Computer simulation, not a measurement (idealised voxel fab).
The following process module bears the name voxel air gaps.
Section shown: cut. Width: 155 nm. Cell size: 5 nm, square.
We lay out every cross-section as a grid of square cells and spell it out in bands from the top down, where one band means one or more rows of cells. Band: top height; bottom height; in nm. Then, left to right: material with width in nm, for each material. "all across": a single material spanning edge to edge. "blank": empty space. Basically, 0 is our baseline, since under it the wafer straight out of the box is all one material. The bottom band has no lower end and keeps on going down, so it looks like "0 nm and below". With a width like "30->40", each row of cells in the band differs from the next by the same amount, the top row carrying the first number and the bottom row the second. What does "identical to before" mean for a step? It means no cell of the cross-section changed in that step. The entry titled "Trapped cavities" provides the empty spaces that have no open way to the top, restricted to those of 8 cells or more. Each is presented as width x height at distance, the distance being measured from the left edge, with all three in nm. Heads up: the bit after the settings on a step's line is the simulator's remark on that step. Among the settings permitted on a step's line is "overlay nm"; applied to a step with a mask, it specifies the extent to which the mask lay to the right of its planned position, whereas a negative figure signifies a position to the left.

[Steps in the process plan]
1,RECEIVE with material Si
2,CONFORMAL_DEP with material SiO2, thk nm 15
3,CONFORMAL_DEP with material SiCN, thk nm 5
4,DIRECTIONAL_DEP with material lowk, thk nm 35
5,PATTERN with tone open, mask id LINES, material resist, width nm 15, pitch nm 40, thk nm 15, overlay nm 0
6,DIRECTIONAL_ETCH with etch materials lowk, depth nm 35
7,STRIP with etch materials resist
8,CONFORMAL_DEP with material TiN, thk nm 5
9,FILL_DEP with material W, thk nm 5
10,CMP with height nm 55
11,EPI with material Ru, thk nm 10
12,SELECTIVE_ETCH with etch materials lowk, depth nm 45
13,CONFORMAL_DEP with material SiCN, thk nm 5

[The cross-section here shows the wafer as received, i.e. in its state after step 1]
- 0 nm and below = Si all across
- Trapped cavities: none

[Cross-sectional image of the first of two wafers at the end of the module, the run having proceeded as planned]
- 70 nm to 65 nm = blank: 15; SiCN: 125; blank: 15
- 65 nm to 55 nm = blank: 15; SiCN: 5; Ru: 35; SiCN: 5; Ru: 35; SiCN: 5; Ru: 35; SiCN: 5; blank: 15
- 55 nm to 50 nm = blank: 15; SiCN: 15; TiN: 5; W: 5; TiN: 5; SiCN: 25; TiN: 5; W: 5; TiN: 5; SiCN: 25; TiN: 5; W: 5; TiN: 5; SiCN: 15; blank: 15
- 50 nm to 25 nm = blank: 25; SiCN: 5; TiN: 5; W: 5; TiN: 5; SiCN: 5; blank: 15; SiCN: 5; TiN: 5; W: 5; TiN: 5; SiCN: 5; blank: 15; SiCN: 5; TiN: 5; W: 5; TiN: 5; SiCN: 5; blank: 25
- 25 nm to 20 nm = SiCN: 30; TiN: 15; SiCN: 25; TiN: 15; SiCN: 25; TiN: 15; SiCN: 30
- 20 nm to 15 nm = SiCN all across
- 15 nm to 0 nm = SiO2 all across
- 0 nm and below = Si all across
- Trapped cavities: 15 x 25 at 50; 15 x 25 at 90

[Wafer two, sectioned after the module: the first wafer's start, the first wafer's plan, and one mistake in how it was run]
- 70 nm to 65 nm = blank: 15; SiCN: 125; blank: 15
- 65 nm to 55 nm = blank: 15; SiCN: 5; Ru: 35; SiCN: 5; Ru: 35; SiCN: 5; Ru: 35; SiCN: 5; blank: 15
- 55 nm to 50 nm = blank: 15; SiCN: 15; TiN: 5; W: 5; TiN: 5; SiCN: 25; TiN: 5; W: 5; TiN: 5; SiCN: 25; TiN: 5; W: 5; TiN: 5; SiCN: 15; blank: 15
- 50 nm to 25 nm = blank: 25; SiCN: 5; TiN: 5; W: 5; TiN: 5; SiCN: 5; blank: 15; SiCN: 5; TiN: 5; W: 5; TiN: 5; SiCN: 5; blank: 15; SiCN: 5; TiN: 5; W: 5; TiN: 5; SiCN: 5; blank: 25
- 25 nm to 20 nm = SiCN: 30; TiN: 15; SiCN: 25; TiN: 15; SiCN: 25; TiN: 15; SiCN: 30
- 20 nm to 5 nm = SiO2 all across
- 5 nm to 0 nm = SiCN all across
- 0 nm and below = Si all across
- Trapped cavities: 15 x 25 at 50; 15 x 25 at 90
Deviation from plan: steps 2 and 3 run out of order (swapped)
Cell counts per material: same on both final wafers. Positions: different.
